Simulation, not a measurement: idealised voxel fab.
Title: Process Module voxel fin reveal
Pictured: cross-section cut, 265 nm wide, on a grid of 5 nm square cells.
Cross-sections here: square-cell grids, written as top-down lists of bands, a band being one or more rows of cells. Each band's line starts with the height of the band's top and of its bottom, in nm. Then come its materials from left to right, each with its width in nm. One material with "full width" fills the band from edge to edge. "air" is empty space. Height is counted from the level 0, under which the received wafer is composed throughout of one material. The lowest of the bands is not closed at the bottom but continues downward, in the notation "0..down". Width spec "30 to 40" -> top row of cells at first value, bottom row at second value, equal per-row change in between. Given "no modifications" for a step, no cell of the cross-section differs between before and after that step. You'll see "Sealed voids" listing empty spaces that have no way open to the top, as long as they're 8 cells or more; the notation is width x height at distance, where the distance is from the left edge, and all of it is in nm. Step line, after settings: the simulator's comment on this step. overlay nm: mask offset rightward from planned place, masked step; negative means leftward offset.

-- Listed below are the process steps as planned
1: RECEIVE [material Si]
2: CONFORMAL_DEP [material SiN] [thk nm 5]
3: MASKED_ETCH [tone cover] [mask id FINS] [width nm 15] [pitch nm 35] [etch materials SiN] [depth nm 5] [overlay nm 0]
4: MASKED_ETCH [tone cover] [mask id FINS] [width nm 15] [pitch nm 35] [etch materials Si] [depth nm 30] [overlay nm 0]
5: OXIDIZE [depth nm 5]
6: FILL_DEP [material SiO2] [thk nm 10]
7: CMP [height nm 5]
8: SELECTIVE_ETCH [etch materials SiO2] [depth nm 15]
9: STRIP [etch materials SiN]
10: CONFORMAL_DEP [material SiO2] [thk nm 5]

-- as received, after step 1
* 0..down = Si full width
* Sealed voids: none

-- The first of two wafers, cross-sectioned at the end of the module, with the run proceeding as planned
* 5..0 = air (105), then SiO2 (15), then air (20), then SiO2 (15), then air (110)
* 0..-5 = air (105), then SiO2 (5), then Si (5), then SiO2 (5), then air (20), then SiO2 (5), then Si (5), then SiO2 (5), then air (110)
* -5..-35 = SiO2 (110), then Si (5), then SiO2 (30), then Si (5), then SiO2 (115)
* -35..down = Si full width
* Sealed voids: none

-- Cross-section of the latter of the two wafers at module completion. It had an identical start and an identical plan to the former; in running it, one mistake was made
* 5..0 = air (105), then SiO2 (15), then air (20), then SiO2 (15), then air (110)
* 0..-20 = air (105), then SiO2 (5), then Si (5), then SiO2 (5), then air (20), then SiO2 (5), then Si (5), then SiO2 (5), then air (110)
* -20..-35 = SiO2 (110), then Si (5), then SiO2 (30), then Si (5), then SiO2 (115)
* -35..down = Si full width
* Sealed voids: none
What was done differently from what was planned? yeah, plan step 8 got run twice
at the end the second wafer has, in cells: -141 SiO2
